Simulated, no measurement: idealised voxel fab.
The process module that follows is named voxel local oxidation.
Square cells of 5 nm make up the cross-section cut, whose width is 240 nm.
If you're reading a cross-section in this doc, picture square cells in a grid; it comes to you as bands, top ones listed first down to the bottom, and a band can be one or more rows of cells.
Basically the band line says how high the top is and how high the bottom is, in nm, and then what's in it from left to right, every material with its width in nm. Empty space shows up as "empty", and if a single material carries "throughout" it runs the full band edge to edge.
Note: height 0 marks the level under which the wafer is uniformly one material as received. Lowest band unbounded below, written "0 and below".
Think of "30 to 40" as a width that walks from the first number to the second as you go down the band, top row to bottom row, taking equal-sized steps from row to row.
Step marked "identical to before"? Then no cell in the cross-section changed in it.
Listed in "Closed voids list": every empty space of 8 or more cells without an open way to the top. Form: width x height at distance, the distance being from the left edge, all in nm.
Formally, on a step line, whatever follows the settings is a remark that the simulator itself makes on the step.
"overlay nm", when on a step's line for a step with a mask, measures how far to the right of its planned place the mask lay; a negative measure means to the left.
# Process steps (planned)
1: RECEIVE,material Si
2: CONFORMAL_DEP,material SiO2,thk nm 5
3: CONFORMAL_DEP,material SiN,thk nm 10
4: DIRECTIONAL_DEP,material aC,thk nm 15
5: PATTERN,tone cover,mask id ACTIVE,material resist,width nm 115,thk nm 30,overlay nm 0
6: DIRECTIONAL_ETCH,etch materials aC,depth nm 15
7: STRIP,etch materials resist
8: DIRECTIONAL_ETCH,etch materials SiN,depth nm 10
9: STRIP,etch materials aC
10: SELECTIVE_ETCH,etch materials SiO2,depth nm 5
11: OXIDIZE,depth nm 10
12: STRIP,etch materials SiN
# The cross-section here shows the wafer as received, i.e. in its state after step 1
  0 and below: Si throughout
  Closed voids list: none
# Below is the wafer in cross-section after the module was completed. It began from the starting point shown above and followed the plan shown above, except that one mistake was made while running it
  10 down to 0: SiO2 throughout
  0 and below: Si throughout
  Closed voids list: none
So what did we get wrong on this run? step 3 changed vs plan, executed as CONFORMAL_DEP,material SiO2,thk nm 10
